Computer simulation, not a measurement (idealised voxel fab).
The document below concerns the process module designated voxel ribs on slabs.
This is section cut - it's 255 nm across, gridded in 5 nm square cells.
Cross-sections here: square-cell grids, written as top-down lists of bands, a band being one or more rows of cells. The band entry comprises the height of the band's top followed by the height of its bottom, expressed in nm, and subsequently the band's materials from left to right, each stated together with its width in nm. Where a single material is marked with the word "edge to edge", that material fills the band from edge to edge. The word "blank" represents empty space. Heads up on the height convention: 0 is the point under which the incoming wafer is all one material, and the lowest band has no bottom, it just keeps going down, like "0 nm and below". It should be noted that a width expressed as "30..40" varies in equal increments from row to row of cells within the band, taking the value of the first number at the top row and that of the second number at the bottom row. A step reported as "no alterations made" is a step in which no cell of the cross-section changed. This entry, "Sealed cavities", enumerates those empty regions of no fewer than 8 cells that possess no open connection to the top. Each region is reported in the form width x height at distance, the distance being taken from the left edge, with all three quantities expressed in nm. Read whatever lies past the settings on a step's line as the simulator's own remark about the step. Regarding "overlay nm": on a step with a mask, it is the distance the mask lay to the right of its planned place; a negative value places it to the left.

-- Process steps foreseen in the plan
step 1: RECEIVE | material Si
step 2: DIRECTIONAL_DEP | material SiO2 | thk nm 20
step 3: DIRECTIONAL_DEP | material polySi | thk nm 15
step 4: MASKED_ETCH | tone cover | mask id RIB | width nm 20 | etch materials polySi | depth nm 5 | overlay nm 0
step 5: DIRECTIONAL_DEP | material aC | thk nm 15
step 6: PATTERN | tone cover | mask id SLAB | material resist | width nm 70 | thk nm 30 | overlay nm 0
step 7: DIRECTIONAL_ETCH | etch materials aC | depth nm 15
step 8: STRIP | etch materials resist
step 9: DIRECTIONAL_ETCH | etch materials polySi | depth nm 10
step 10: STRIP | etch materials aC
step 11: FILL_DEP | material SiO2 | thk nm 20
step 12: CMP | height nm 45
step 13: DIRECTIONAL_DEP | material W | thk nm 5
step 14: MASKED_ETCH | tone cover | mask id HEATER | width nm 30 | etch materials W | depth nm 5 | overlay nm 0
step 15: CONFORMAL_DEP | material SiN | thk nm 5

-- Here's what the wafer looked like in cross-section when it arrived - that's after step 1
- 0 nm and below = Si edge to edge
- Sealed cavities: none

-- Post-module cross-section of the first of two wafers (run per plan)
- 55 nm to 50 nm = 105 of blank; 40 of SiN; 110 of blank
- 50 nm to 45 nm = 110 of SiN; 30 of W; 115 of SiN
- 45 nm to 35 nm = SiO2 edge to edge
- 35 nm to 30 nm = 115 of SiO2; 20 of polySi; 120 of SiO2
- 30 nm to 20 nm = 90 of SiO2; 70 of polySi; 95 of SiO2
- 20 nm to 0 nm = SiO2 edge to edge
- 0 nm and below = Si edge to edge
- Sealed cavities: none

-- Wafer two (of two), end-of-module cross-section: start = wafer one, plan = wafer one, one run mistake
- 55 nm to 50 nm = 105 of blank; 40 of SiN; 110 of blank
- 50 nm to 45 nm = 110 of SiN; 30 of W; 115 of SiN
- 45 nm to 35 nm = SiO2 edge to edge
- 35 nm to 30 nm = 120 of SiO2; 15 of polySi; 120 of SiO2
- 30 nm to 20 nm = 90 of SiO2; 70 of polySi; 95 of SiO2
- 20 nm to 0 nm = SiO2 edge to edge
- 0 nm and below = Si edge to edge
- Sealed cavities: none
The plan and the run diverged here: step 4: run off-plan, actual operation and settings MASKED_ETCH | tone cover | mask id RIB | width nm 15 | etch materials polySi | depth nm 5 | overlay nm 0
at the end the second wafer has, in cells: SiO2: 1 more, polySi: 1 fewer
